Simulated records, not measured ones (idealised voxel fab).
process module | voxel fin reveal
cross-section cut | 150 nm wide | cells 5 nm
A cross-section is a grid of square cells, given in bands from the top down. A band is one or more rows of cells.
Each band's line starts with the height of the band's top and of its bottom, in nm. Then come its materials from left to right, each with its width in nm. One material with "throughout" fills the band from edge to edge. "air" is empty space.
Height 0 is the level under which the wafer as received is all one material. The lowest band goes on downwards, as in "0 down".
A width such as "30 to 40" changes by the same amount from each row of cells to the next, from the band's top row to its bottom row.
"no change" after a step means that no cell of the cross-section changed.
closed voids: empty space of 8 cells or more with no open way to the top, each as width x height at its distance from the left edge, in nm
after a step's settings: what the simulator itself notes on the step
overlay nm, on a step with a mask: how far to the right of its planned place the mask lay; to the left if negative
plan
1 op RECEIVE | material Si
2 op CONFORMAL_DEP | material SiN | thk nm 10
3 op DIRECTIONAL_DEP | material aC | thk nm 15
4 op PATTERN | tone cover | mask id FINS | material resist | width nm 15 | pitch nm 40 | thk nm 30 | overlay nm 0
5 op DIRECTIONAL_ETCH | etch materials aC | depth nm 15
6 op STRIP | etch materials resist
7 op DIRECTIONAL_ETCH | etch materials SiN | depth nm 10
8 op DIRECTIONAL_ETCH | etch materials Si | depth nm 40
9 op STRIP | etch materials aC
10 op OXIDIZE | depth nm 5
11 op FILL_DEP | material SiO2 | thk nm 15
12 op CMP | height nm 10
13 op SELECTIVE_ETCH | etch materials SiO2 | depth nm 35
14 op STRIP | etch materials SiN
as received, after step 1
  0 down: Si throughout
  closed voids: none
a wafer at the end: this start, this plan, one mistake
  0 to -25: air 30 | Si 10 | air 30 | Si 10 | air 30 | Si 10 | air 30
  -25 to -45: SiO2 30 | Si 10 | SiO2 30 | Si 10 | SiO2 30 | Si 10 | SiO2 30
  -45 down: Si throughout
  closed voids: none
what went wrong: step 4 ran as: op PATTERN | tone cover | mask id FINS | material resist | width nm 20 | pitch nm 40 | thk nm 30 | overlay nm 0
